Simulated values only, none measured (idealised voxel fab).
process module | voxel gate over fins
cross-section cut | 290 nm wide | cells 5 nm
A cross-section is a grid of square cells, given in bands from the top down. A band is one or more rows of cells.
Each band's line starts with the height of the band's top and of its bottom, in nm. Then come its materials from left to right, each with its width in nm. One material with "throughout" fills the band from edge to edge. "air" is empty space.
Height 0 is the level under which the wafer as received is all one material. The lowest band goes on downwards, as in "0 down".
A width such as "30 to 40" changes by the same amount from each row of cells to the next, from the band's top row to its bottom row.
"no change" after a step means that no cell of the cross-section changed.
closed voids: empty space of 8 cells or more with no open way to the top, each as width x height at its distance from the left edge, in nm
after a step's settings: what the simulator itself notes on the step
overlay nm, on a step with a mask: how far to the right of its planned place the mask lay; to the left if negative
plan
1 op RECEIVE | material Si
2 op CONFORMAL_DEP | material SiN | thk nm 10
3 op PATTERN | tone cover | mask id FINS | material resist | width nm 15 | pitch nm 35 | thk nm 20 | overlay nm 0
4 op DIRECTIONAL_ETCH | etch materials SiN | depth nm 10
5 op DIRECTIONAL_ETCH | etch materials Si | depth nm 35
6 op STRIP | etch materials resist
7 op OXIDIZE | depth nm 5
8 op FILL_DEP | material SiO2 | thk nm 10
9 op CMP | height nm 10
10 op SELECTIVE_ETCH | etch materials SiO2 | depth nm 25
11 op STRIP | etch materials SiN
12 op CONFORMAL_DEP | material HfO2 | thk nm 5
13 op CONFORMAL_DEP | material TiN | thk nm 5
14 op FILL_DEP | material W | thk nm 10
15 op CMP | height nm 15
16 op CONFORMAL_DEP | material SiCN | thk nm 10
as received, after step 1
  0 down: Si throughout
  closed voids: none
first wafer at the end, as planned
  25 to 15: SiCN throughout
  15 to 10: W throughout
  10 to 5: W 115 | TiN 25 | W 10 | TiN 25 | W 115
  5 to 0: W 115 | TiN 5 | HfO2 15 | TiN 5 | W 10 | TiN 5 | HfO2 15 | TiN 5 | W 115
  0 to -5: W 115 | TiN 5 | HfO2 5 | Si 5 | HfO2 5 | TiN 5 | W 10 | TiN 5 | HfO2 5 | Si 5 | HfO2 5 | TiN 5 | W 115
  -5 to -10: TiN 120 | HfO2 5 | Si 5 | HfO2 5 | TiN 20 | HfO2 5 | Si 5 | HfO2 5 | TiN 120
  -10 to -15: HfO2 125 | Si 5 | HfO2 30 | Si 5 | HfO2 125
  -15 to -40: SiO2 125 | Si 5 | SiO2 30 | Si 5 | SiO2 125
  -40 down: Si throughout
  closed voids: none
second wafer at the end: like start, like plan, one mistake
  25 to 15: SiCN throughout
  15 to 5: W throughout
  5 to 0: W 120 | TiN 15 | W 20 | TiN 15 | W 120
  0 to -10: W 120 | TiN 5 | Si 5 | TiN 5 | W 20 | TiN 5 | Si 5 | TiN 5 | W 120
  -10 to -15: TiN 125 | Si 5 | TiN 30 | Si 5 | TiN 125
  -15 to -40: SiO2 125 | Si 5 | SiO2 30 | Si 5 | SiO2 125
  -40 down: Si throughout
  closed voids: none
what went wrong: step 12 was left out
at the end the second wafer has, in cells: 70 fewer of HfO2 | 70 more of W
